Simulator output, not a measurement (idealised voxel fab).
Process module heading - voxel lift off
Square cells of 5 nm make up the cross-section cut, whose width is 140 nm.
Cross-section, as written here: a square-cell grid given band by band from the top down, where a band holds one or more rows of cells.
Band entry format. Leading values: height of top, height of bottom, nm. Remainder: materials in left-to-right order, each with its width in nm. Special words: "everywhere" on a single material, which then fills the band edge to edge; "air", empty space.
Below 0: as-received wafer, all one material; heights counted from there. Lowest band: no bottom, goes on down, written "0..down".
Width: "30 to 40" (first number = top row, second number = bottom row, same change from row to row of cells).
Reading "nothing altered" for a step: not a cell of the cross-section changed in it.
Entry "Non-vented voids" = empty spaces >= 8 cells with no open way to the top; each as width x height at distance, distance from left edge, all nm.
The remark found on a step's line after its settings is issued by the simulator itself and pertains to that step.
The setting "overlay nm" may be written on the line of a step. When the step uses a mask, the value reports how far to the right of the planned place the mask lay, and a negative value reports that it lay to the left.
## Below is the list of planned process steps
1,op RECEIVE | material Si
2,op CONFORMAL_DEP | material Al2O3 | thk nm 15
3,op PATTERN | tone open | mask id LINES | material resist | width nm 25 | pitch nm 40 | thk nm 20 | overlay nm -15
4,op DIRECTIONAL_DEP | material Ru | thk nm 10
5,op STRIP | etch materials resist
6,op CONFORMAL_DEP | material SiO2 | thk nm 10
Wafer-to-wafer difference: overlay nm, step 3. Common start. Plan = first wafer's value.
## As-received state after step 1, first of several wafers, cross-section
    0..down | Si everywhere
    Non-vented voids: none
## First of several wafers, sectioned at end of module (last step: step 6)
    35..25 | 10 of air  85 of SiO2  45 of air
    25..15 | 20 of SiO2  25 of Ru  15 of SiO2  25 of Ru  55 of SiO2
    15..0 | Al2O3 everywhere
    0..down | Si everywhere
    Non-vented voids: none
## Cross-section, last wafer, module completion
    35..25 | 40 of air  85 of SiO2  15 of air
    25..15 | 50 of SiO2  25 of Ru  15 of SiO2  25 of Ru  25 of SiO2
    15..0 | Al2O3 everywhere
    0..down | Si everywhere
    Non-vented voids: none
## Below: a row per wafer. Contents at end of module: for every material, cells gained since receipt (+) or lost since receipt (-); then closed voids
overlay nm -15; +84 Al2O3; +20 Ru; +70 SiO2; Non-vented voids: none
overlay nm -10; +84 Al2O3; +20 Ru; +70 SiO2; Non-vented voids: none
overlay nm -5; +84 Al2O3; +20 Ru; +70 SiO2; Non-vented voids: none
overlay nm 0; +84 Al2O3; +20 Ru; +70 SiO2; Non-vented voids: none
overlay nm 5; +84 Al2O3; +20 Ru; +70 SiO2; Non-vented voids: none
overlay nm 10; +84 Al2O3; +20 Ru; +70 SiO2; Non-vented voids: none
overlay nm 15; +84 Al2O3; +20 Ru; +70 SiO2; Non-vented voids: none
